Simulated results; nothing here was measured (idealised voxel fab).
Documented hereafter: the process module known as voxel local oxidation.
cross-section cut | 265 nm wide | cells 5 nm
A cross-section is a grid of square cells, given in bands from the top down. A band is one or more rows of cells.
Heights first: top, then bottom, in nm. Then materials, left to right, each with a width in nm. "everywhere" on a single material: fills the band edge to edge. "air": empty space.
All heights in this document are referenced to 0, defined as the level beneath which the wafer, as received, consists entirely of one material. The lowest band is not bounded below; it extends indefinitely downward and is written in the form "0 -> down".
A width such as "30 to 40" changes by the same amount from each row of cells to the next, from the band's top row to its bottom row.
A step reported as "identical to before" is a step in which no cell of the cross-section changed.
Listed closed voids: empty space of 8 cells or more with no open way to the top, each as width x height at its distance from the left edge, in nm
On each step's line, the part that comes after the settings is the simulator's own comment on the step.
The "overlay nm" setting may appear on a step's line; for a step that uses a mask, it gives how far to the right of its planned position the mask lay, and a negative value indicates the left.
Set out below are the planned steps of the process:
step 1: RECEIVE, material Si
step 2: OXIDIZE, depth nm 5
step 3: CONFORMAL_DEP, material SiN, thk nm 5
step 4: MASKED_ETCH, tone cover, mask id ACTIVE, width nm 100, etch materials SiN, depth nm 15, overlay nm 0
step 5: SELECTIVE_ETCH, etch materials SiO2, depth nm 5
step 6: OXIDIZE, depth nm 10
step 7: STRIP, etch materials SiN
Wafers differ in thk nm at step 3; plan lists the first wafer's value; identical starting state.
Cross-section of the first of several wafers on receipt, reflecting completion of step 1:
  0 -> down | Si everywhere
  Listed closed voids: none
Basically each wafer gets a line in the table, showing it at the end of the module: material by material, the cells it gained (+) or lost (-) since we got it, then its closed voids:
thk nm 5, -131 Si, +96 SiO2, Listed closed voids: none
thk nm 10, -131 Si, +96 SiO2, Listed closed voids: none
thk nm 15, -131 Si, +96 SiO2, Listed closed voids: none
thk nm 20, -53 Si, +53 SiO2, Listed closed voids: none
thk nm 25, -53 Si, +53 SiO2, Listed closed voids: none
thk nm 30, -53 Si, +53 SiO2, Listed closed voids: none
